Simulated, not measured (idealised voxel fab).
The name of this process module is voxel self aligned contacts.
Section shown: cut. Width: 200 nm. Cell size: 5 nm, square.
In this document a cross-section is written as a grid of square cells. It is given as a series of bands, listed from the top down, and a band is one or more rows of cells.
This entry defines a band. It first specifies the height of the band's top and the height of its bottom in nm, and then specifies the band's materials from left to right, stating each material with its width in nm. The word "all across" identifies a single material that fills the band from edge to edge, while the word "blank" identifies empty space.
Heads up on the height convention: 0 is the point under which the incoming wafer is all one material, and the lowest band has no bottom, it just keeps going down, like "top 0, no bottom".
You'd read "30->40" like this: the band's top row of cells is as wide as the first number, its bottom row is as wide as the second, and going down, every row changes width by the same amount as the row before did.
The cross-section has no changed cell in any step marked "nothing different".
"Cavities, sealed": sealed empty spaces, 8 cells or more, no open way to top, listed width x height at distance, with distance from the left edge and width, height and distance in nm.
Post-settings text on a step line: simulator's own remark regarding the step.
Steps that use a mask can have "overlay nm" on their line. It says how far the mask sat to the right of where it was meant to be. Negative means to the left.

-- Planned process steps
1) RECEIVE with material Si
2) CONFORMAL_DEP with material SiO2, thk nm 5
3) DIRECTIONAL_DEP with material polySi, thk nm 20
4) DIRECTIONAL_DEP with material SiN, thk nm 20
5) PATTERN with tone cover, mask id GATE, material resist, width nm 35, pitch nm 70, thk nm 20, overlay nm 0
6) DIRECTIONAL_ETCH with etch materials SiN, depth nm 20
7) DIRECTIONAL_ETCH with etch materials polySi, depth nm 20
8) STRIP with etch materials resist
9) CONFORMAL_DEP with material SiN, thk nm 5
10) DIRECTIONAL_ETCH with etch materials SiN, depth nm 5
11) FILL_DEP with material SiO2, thk nm 20
12) CMP with height nm 55
13) MASKED_ETCH with tone open, mask id CONTACT, width nm 55, etch materials SiO2, depth nm 55, overlay nm 0
14) CONFORMAL_DEP with material TiN, thk nm 5
15) FILL_DEP with material Ru, thk nm 5
16) CMP with height nm 55
17) CONFORMAL_DEP with material SiN, thk nm 5

-- The first wafer of two, processed as planned

-- The cross-section here shows the wafer as received, i.e. in its state after step 1
    top 0, no bottom  Si all across
    Cavities, sealed: none

-- Step 2 complete: cross-section through the wafer
    top 5, bottom 0  SiO2 all across
    Anything lower than 0 is untouched.

-- Step 3 complete: cross-section through the wafer
    top 25, bottom 5  polySi all across
    Anything lower than 5 is untouched.

-- Step 4 complete: cross-section through the wafer
    top 45, bottom 25  SiN all across
    Anything lower than 25 is untouched.

-- Step 5 complete: cross-section through the wafer
    top 65, bottom 45  blank: 45; resist: 35; blank: 35; resist: 35; blank: 50
    Anything lower than 45 is untouched.

-- Step 6 complete: cross-section through the wafer
    top 65, bottom 45  blank: 45; resist: 35; blank: 35; resist: 35; blank: 50
    top 45, bottom 25  blank: 45; SiN: 35; blank: 35; SiN: 35; blank: 50
    Anything lower than 25 is untouched.

-- Step 7 complete: cross-section through the wafer
    top 65, bottom 45  blank: 45; resist: 35; blank: 35; resist: 35; blank: 50
    top 45, bottom 25  blank: 45; SiN: 35; blank: 35; SiN: 35; blank: 50
    top 25, bottom 5  blank: 45; polySi: 35; blank: 35; polySi: 35; blank: 50
    Anything lower than 5 is untouched.

-- Step 8 complete: cross-section through the wafer
    top 45, bottom 25  blank: 45; SiN: 35; blank: 35; SiN: 35; blank: 50
    Anything lower than 25 is untouched.

-- Step 9 complete: cross-section through the wafer
    top 50, bottom 25  blank: 40; SiN: 45; blank: 25; SiN: 45; blank: 45
    top 25, bottom 10  blank: 40; SiN: 5; polySi: 35; SiN: 5; blank: 25; SiN: 5; polySi: 35; SiN: 5; blank: 45
    top 10, bottom 5  SiN: 45; polySi: 35; SiN: 35; polySi: 35; SiN: 50
    Anything lower than 5 is untouched.

-- Step 10 complete: cross-section through the wafer
    top 45, bottom 25  blank: 40; SiN: 45; blank: 25; SiN: 45; blank: 45
    top 25, bottom 5  blank: 40; SiN: 5; polySi: 35; SiN: 5; blank: 25; SiN: 5; polySi: 35; SiN: 5; blank: 45
    Anything lower than 5 is untouched.

-- Step 11 complete: cross-section through the wafer
    top 65, bottom 45  SiO2 all across
    top 45, bottom 25  SiO2: 40; SiN: 45; SiO2: 25; SiN: 45; SiO2: 45
    top 25, bottom 5  SiO2: 40; SiN: 5; polySi: 35; SiN: 5; SiO2: 25; SiN: 5; polySi: 35; SiN: 5; SiO2: 45
    Anything lower than 5 is untouched.

-- Step 12 complete: cross-section through the wafer
    top 55, bottom 45  SiO2 all across
    Anything lower than 45 is untouched.

-- Step 13 complete: cross-section through the wafer
    top 55, bottom 45  SiO2: 70; blank: 55; SiO2: 75
    top 45, bottom 25  SiO2: 40; SiN: 45; blank: 25; SiN: 45; SiO2: 45
    top 25, bottom 5  SiO2: 40; SiN: 5; polySi: 35; SiN: 5; blank: 25; SiN: 5; polySi: 35; SiN: 5; SiO2: 45
    top 5, bottom 0  SiO2: 85; blank: 25; SiO2: 90
    Anything lower than 0 is untouched.

-- Step 14 complete: cross-section through the wafer
    top 60, bottom 55  TiN: 75; blank: 45; TiN: 80
    top 55, bottom 45  SiO2: 70; TiN: 5->20; blank: 45->15; TiN: 5->20; SiO2: 75
    top 45, bottom 25  SiO2: 40; SiN: 45; TiN: 5; blank: 15; TiN: 5; SiN: 45; SiO2: 45
    top 25, bottom 5  SiO2: 40; SiN: 5; polySi: 35; SiN: 5; TiN: 5; blank: 15; TiN: 5; SiN: 5; polySi: 35; SiN: 5; SiO2: 45
    top 5, bottom 0  SiO2: 85; TiN: 25; SiO2: 90
    Anything lower than 0 is untouched.

-- Step 15 complete: cross-section through the wafer
    top 65, bottom 60  Ru all across
    top 60, bottom 55  TiN: 75; Ru: 45; TiN: 80
    top 55, bottom 45  SiO2: 70; TiN: 5->20; Ru: 45->15; TiN: 5->20; SiO2: 75
    top 45, bottom 25  SiO2: 40; SiN: 45; TiN: 5; Ru: 15; TiN: 5; SiN: 45; SiO2: 45
    top 25, bottom 5  SiO2: 40; SiN: 5; polySi: 35; SiN: 5; TiN: 5; Ru: 15; TiN: 5; SiN: 5; polySi: 35; SiN: 5; SiO2: 45
    Anything lower than 5 is untouched.

-- Step 16 complete: cross-section through the wafer
    top 55, bottom 45  SiO2: 70; TiN: 5->20; Ru: 45->15; TiN: 5->20; SiO2: 75
    Anything lower than 45 is untouched.

-- Step 17 complete: cross-section through the wafer
    top 60, bottom 55  SiN all across
    Anything lower than 55 is untouched.

-- Here the second wafer is described. Its start and its plan were those of the first wafer. Its run contained one mistake. Up to and including step 1, it did exactly what the first wafer did

-- Second wafer shown in cross-section at the time step 2 was slated to end
    top 5, bottom 0  polySi all across
    Anything lower than 0 is untouched.

-- Second wafer shown in cross-section at the time step 3 was slated to end
    top 25, bottom 0  polySi all across
    Anything lower than 0 is untouched.

-- Second wafer shown in cross-section at the time step 4 was slated to end
    top 45, bottom 25  SiN all across
    Anything lower than 25 is untouched.

-- Second wafer shown in cross-section at the time step 5 was slated to end
    top 65, bottom 45  blank: 45; resist: 35; blank: 35; resist: 35; blank: 50
    Anything lower than 45 is untouched.

-- Second wafer shown in cross-section at the time step 6 was slated to end
    top 65, bottom 45  blank: 45; resist: 35; blank: 35; resist: 35; blank: 50
    top 45, bottom 25  blank: 45; SiN: 35; blank: 35; SiN: 35; blank: 50
    Anything lower than 25 is untouched.

-- Second wafer shown in cross-section at the time step 7 was slated to end
    top 65, bottom 45  blank: 45; resist: 35; blank: 35; resist: 35; blank: 50
    top 45, bottom 25  blank: 45; SiN: 35; blank: 35; SiN: 35; blank: 50
    top 25, bottom 5  blank: 45; polySi: 35; blank: 35; polySi: 35; blank: 50
    Anything lower than 5 is untouched.

-- Second wafer shown in cross-section at the time step 8 was slated to end
    top 45, bottom 25  blank: 45; SiN: 35; blank: 35; SiN: 35; blank: 50
    Anything lower than 25 is untouched.

-- Second wafer shown in cross-section at the time step 9 was slated to end
    top 50, bottom 25  blank: 40; SiN: 45; blank: 25; SiN: 45; blank: 45
    top 25, bottom 10  blank: 40; SiN: 5; polySi: 35; SiN: 5; blank: 25; SiN: 5; polySi: 35; SiN: 5; blank: 45
    top 10, bottom 5  SiN: 45; polySi: 35; SiN: 35; polySi: 35; SiN: 50
    Anything lower than 5 is untouched.

-- Second wafer shown in cross-section at the time step 10 was slated to end
    top 45, bottom 25  blank: 40; SiN: 45; blank: 25; SiN: 45; blank: 45
    top 25, bottom 5  blank: 40; SiN: 5; polySi: 35; SiN: 5; blank: 25; SiN: 5; polySi: 35; SiN: 5; blank: 45
    Anything lower than 5 is untouched.

-- Second wafer shown in cross-section at the time step 11 was slated to end
    top 65, bottom 45  SiO2 all across
    top 45, bottom 25  SiO2: 40; SiN: 45; SiO2: 25; SiN: 45; SiO2: 45
    top 25, bottom 5  SiO2: 40; SiN: 5; polySi: 35; SiN: 5; SiO2: 25; SiN: 5; polySi: 35; SiN: 5; SiO2: 45
    Anything lower than 5 is untouched.

-- Second wafer shown in cross-section at the time step 12 was slated to end
    top 55, bottom 45  SiO2 all across
    Anything lower than 45 is untouched.

-- Second wafer shown in cross-section at the time step 13 was slated to end
    top 55, bottom 45  SiO2: 70; blank: 55; SiO2: 75
    top 45, bottom 25  SiO2: 40; SiN: 45; blank: 25; SiN: 45; SiO2: 45
    top 25, bottom 5  SiO2: 40; SiN: 5; polySi: 35; SiN: 5; blank: 25; SiN: 5; polySi: 35; SiN: 5; SiO2: 45
    Anything lower than 5 is untouched.

-- Second wafer shown in cross-section at the time step 14 was slated to end
    top 60, bottom 55  TiN: 75; blank: 45; TiN: 80
    top 55, bottom 45  SiO2: 70; TiN: 5->20; blank: 45->15; TiN: 5->20; SiO2: 75
    top 45, bottom 25  SiO2: 40; SiN: 45; TiN: 5; blank: 15; TiN: 5; SiN: 45; SiO2: 45
    top 25, bottom 10  SiO2: 40; SiN: 5; polySi: 35; SiN: 5; TiN: 5; blank: 15; TiN: 5; SiN: 5; polySi: 35; SiN: 5; SiO2: 45
    top 10, bottom 5  SiO2: 40; SiN: 5; polySi: 35; SiN: 5; TiN: 25; SiN: 5; polySi: 35; SiN: 5; SiO2: 45
    Anything lower than 5 is untouched.

-- Second wafer shown in cross-section at the time step 15 was slated to end
    top 65, bottom 60  Ru all across
    top 60, bottom 55  TiN: 75; Ru: 45; TiN: 80
    top 55, bottom 45  SiO2: 70; TiN: 5->20; Ru: 45->15; TiN: 5->20; SiO2: 75
    top 45, bottom 25  SiO2: 40; SiN: 45; TiN: 5; Ru: 15; TiN: 5; SiN: 45; SiO2: 45
    top 25, bottom 10  SiO2: 40; SiN: 5; polySi: 35; SiN: 5; TiN: 5; Ru: 15; TiN: 5; SiN: 5; polySi: 35; SiN: 5; SiO2: 45
    Anything lower than 10 is untouched.

-- Second wafer shown in cross-section at the time step 16 was slated to end
    top 55, bottom 45  SiO2: 70; TiN: 5->20; Ru: 45->15; TiN: 5->20; SiO2: 75
    Anything lower than 45 is untouched.

-- Second wafer shown in cross-section at the time step 17 was slated to end
    top 60, bottom 55  SiN all across
    Anything lower than 55 is untouched.
what went wrong: for step 2, the planned setting was not used; the step was instead run as CONFORMAL_DEP with material polySi, thk nm 5
In the final state, the cell counts of the second wafer exceed or fall short of those of the first for the following materials: Ru: 3 fewer, SiO2: 35 fewer, TiN: 2 fewer, polySi: 40 more
